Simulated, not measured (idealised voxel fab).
The process module presented herein is designated voxel plated lines.
We display cut, a cross-section 255 nm in width whose square cells are each 5 nm.
A cross-section in this document is a grid of square cells, and it is written down as bands, the top band listed before the ones below it; a band is made up of one or more rows of cells. In this notation a band is specified by the heights of its top and bottom, in that order and in nm, after which its materials appear from left to right, each paired with its width in nm. The word "full width" attached to a single material means that material fills the band from edge to edge; the word "blank" stands for empty space. Heights are expressed relative to 0, this being the level below which the as-received wafer comprises one material exclusively. The lowest band is unbounded in the downward direction and is denoted as in "0 down". The expression "30 to 40" gives the width at the extremes of the band, the first number at its top row of cells and the second at its bottom row, with the width changing by equal amounts from each row to the next in between. Step note "no modification" = no cross-section cell changed. For the entry "Fully closed voids", the listed items are empty spaces with no open way to the top whose size is 8 cells or more; each item follows the pattern width x height at distance, where distance is from the left edge and all three are in nm. Past the settings on a step's line: simulator remark, on that step. For masked steps, "overlay nm" on the step line gives how far right of plan the mask actually lay; a minus sign means it lay to the left.

# So here's the lineup of process steps we planned
1,RECEIVE with material Si
2,CONFORMAL_DEP with material SiO2, thk nm 15
3,DIRECTIONAL_DEP with material TiN, thk nm 5
4,PATTERN with tone open, mask id LINES, material resist, width nm 15, pitch nm 40, thk nm 40, overlay nm 0
5,EPI with material Ru, thk nm 10
6,EPI with material Ru, thk nm 5
7,EPI with material Ru, thk nm 5
8,STRIP with etch materials resist
9,DIRECTIONAL_ETCH with etch materials TiN, depth nm 5
10,CONFORMAL_DEP with material SiCN, thk nm 10
What sets these wafers apart? The width nm at step 4. They all start alike, and the plan carries the first wafer's value.

# Cross-section, first of several wafers, as delivered after step 1
    0 down  Si full width
    Fully closed voids: none

# Cross-section, first of several wafers, end of module, after last step 10
    50 to 40  70 nm blank | 35 nm SiCN | 5 nm blank | 35 nm SiCN | 5 nm blank | 35 nm SiCN | 70 nm blank
    40 to 25  70 nm blank | 10 nm SiCN | 15 nm Ru | 10 nm SiCN | 5 nm blank | 10 nm SiCN | 15 nm Ru | 10 nm SiCN | 5 nm blank | 10 nm SiCN | 15 nm Ru | 10 nm SiCN | 70 nm blank
    25 to 20  80 nm SiCN | 15 nm Ru | 25 nm SiCN | 15 nm Ru | 25 nm SiCN | 15 nm Ru | 80 nm SiCN
    20 to 15  80 nm SiCN | 15 nm TiN | 25 nm SiCN | 15 nm TiN | 25 nm SiCN | 15 nm TiN | 80 nm SiCN
    15 to 0  SiO2 full width
    0 down  Si full width
    Fully closed voids: none

# So this is the cross-section on the last wafer at the end of the module
    50 to 40  65 nm blank | 125 nm SiCN | 65 nm blank
    40 to 25  65 nm blank | 10 nm SiCN | 25 nm Ru | 15 nm SiCN | 25 nm Ru | 15 nm SiCN | 25 nm Ru | 10 nm SiCN | 65 nm blank
    25 to 20  75 nm SiCN | 25 nm Ru | 15 nm SiCN | 25 nm Ru | 15 nm SiCN | 25 nm Ru | 75 nm SiCN
    20 to 15  75 nm SiCN | 25 nm TiN | 15 nm SiCN | 25 nm TiN | 15 nm SiCN | 25 nm TiN | 75 nm SiCN
    15 to 0  SiO2 full width
    0 down  Si full width
    Fully closed voids: none

# Wafer rows, end of module: cells per material gained (+) or lost (-) since receipt; closed voids last
width nm 15, +36 Ru, +162 SiCN, +153 SiO2, +9 TiN, Fully closed voids: none
width nm 20, +48 Ru, +162 SiCN, +153 SiO2, +12 TiN, Fully closed voids: none
width nm 25, +60 Ru, +152 SiCN, +153 SiO2, +15 TiN, Fully closed voids: none
